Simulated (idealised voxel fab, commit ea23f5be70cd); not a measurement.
This section sets out a process module, namely voxel self aligned contacts.
Displayed cross-section: cut, width of 235 nm, square cells sized 5 nm.
Cross-section layout: square cells on a grid; listed as bands, top to bottom; a band spans one or more cell rows.
What a band's entry tells you: where the top is and where the bottom is, as heights in nm, and after that what lies inside, material by material from left to right, each with its width in nm. Empty space is written as the word "blank", and a single material marked with the word "edge to edge" occupies the band from edge to edge.
The level at which height equals 0 is the one under which the wafer, as it arrives, is entirely one material. No lower edge exists for the bottom band, which continues downward and is notated as in "0 down".
When a width is written as two numbers, as in "30->40", the first number is the width in the top row of cells of the band and the second is the width in its bottom row, and the width changes by the same amount from each row to the next.
"nothing different" (step): cross-section cells unchanged, all of them.
The entry titled "Enclosed cavity list" provides the empty spaces that have no open way to the top, restricted to those of 8 cells or more. Each is presented as width x height at distance, the distance being measured from the left edge, with all three in nm.
Anything after a step's settings on that line? It's the simulator's own note about the step.
The setting "overlay nm" may be written on the line of a step. When the step uses a mask, the value reports how far to the right of the planned place the mask lay, and a negative value reports that it lay to the left.

STEPS IN THE PROCESS PLAN
- 1: RECEIVE (material Si)
- 2: OXIDIZE (depth nm 5)
- 3: DIRECTIONAL_DEP (material polySi; thk nm 25)
- 4: DIRECTIONAL_DEP (material SiN; thk nm 15)
- 5: MASKED_ETCH (tone cover; mask id GATE; width nm 25; pitch nm 50; etch materials SiN; depth nm 15; overlay nm 0)
- 6: MASKED_ETCH (tone cover; mask id GATE; width nm 25; pitch nm 50; etch materials polySi; depth nm 25; overlay nm 0)
- 7: CONFORMAL_DEP (material SiN; thk nm 5)
- 8: DIRECTIONAL_ETCH (etch materials SiN; depth nm 5)
- 9: FILL_DEP (material SiO2; thk nm 20)
- 10: CMP (height nm 50)
- 11: PATTERN (tone open; mask id CONTACT; material resist; width nm 35; thk nm 15; overlay nm 0)
- 12: DIRECTIONAL_ETCH (etch materials SiO2; depth nm 55)
- 13: STRIP (etch materials resist)
- 14: CONFORMAL_DEP (material TiN; thk nm 5)
- 15: FILL_DEP (material W; thk nm 5)
- 16: CMP (height nm 50)
- 17: CONFORMAL_DEP (material SiCN; thk nm 5)
The wafers in this document start out alike and differ in the thk nm applied at step 14; the plan shows the value used for the first wafer.

CROSS-SECTIONAL VIEW OF THE FIRST OF SEVERAL WAFERS IN THE AS-RECEIVED CONDITION, CORRESPONDING TO THE STATE FOLLOWING STEP 1
0 down | Si edge to edge
Enclosed cavity list: none

FIRST WAFER OF SEVERAL, CROSS-SECTION, MODULE END, AFTER STEP 17 (LAST)
55 to 50 | SiCN edge to edge
50 to 40 | 100 SiO2, 5->15 TiN, 25->5 W, 5->15 TiN, 100 SiO2
40 to 25 | 75 SiO2, 35 SiN, 5 TiN, 5 W, 5 TiN, 35 SiN, 75 SiO2
25 to 0 | 75 SiO2, 5 SiN, 25 polySi, 5 SiN, 5 TiN, 5 W, 5 TiN, 5 SiN, 25 polySi, 5 SiN, 75 SiO2
0 to -5 | 110 SiO2, 15 TiN, 110 SiO2
-5 down | Si edge to edge
Enclosed cavity list: none

LAST WAFER OF THE SET, CROSS-SECTIONED AT END OF MODULE
55 to 50 | SiCN edge to edge
50 to 40 | 100 SiO2, 35 TiN, 100 SiO2
40 to 25 | 75 SiO2, 35 SiN, 15 TiN, 35 SiN, 75 SiO2
25 to 0 | 75 SiO2, 5 SiN, 25 polySi, 5 SiN, 15 TiN, 5 SiN, 25 polySi, 5 SiN, 75 SiO2
0 to -5 | 110 SiO2, 15 TiN, 110 SiO2
-5 down | Si edge to edge
Enclosed cavity list: none

BELOW, A ROW FOR EVERY WAFER. READ IT AS THE END-OF-MODULE PICTURE: FOR EACH MATERIAL THE WAFER SHOWS ITS CELLS GAINED (+) OR LOST (-) SINCE IT WAS RECEIVED, AND THEN ITS CLOSED VOIDS
thk nm 5, -47 Si, +47 SiCN, +62 SiN, +364 SiO2, +27 TiN, +14 W, +50 polySi, Enclosed cavity list: none
thk nm 10, -47 Si, +47 SiCN, +62 SiN, +364 SiO2, +41 TiN, +50 polySi, Enclosed cavity list: none
thk nm 15, -47 Si, +47 SiCN, +62 SiN, +364 SiO2, +41 TiN, +50 polySi, Enclosed cavity list: none
thk nm 20, -47 Si, +47 SiCN, +62 SiN, +364 SiO2, +41 TiN, +50 polySi, Enclosed cavity list: none
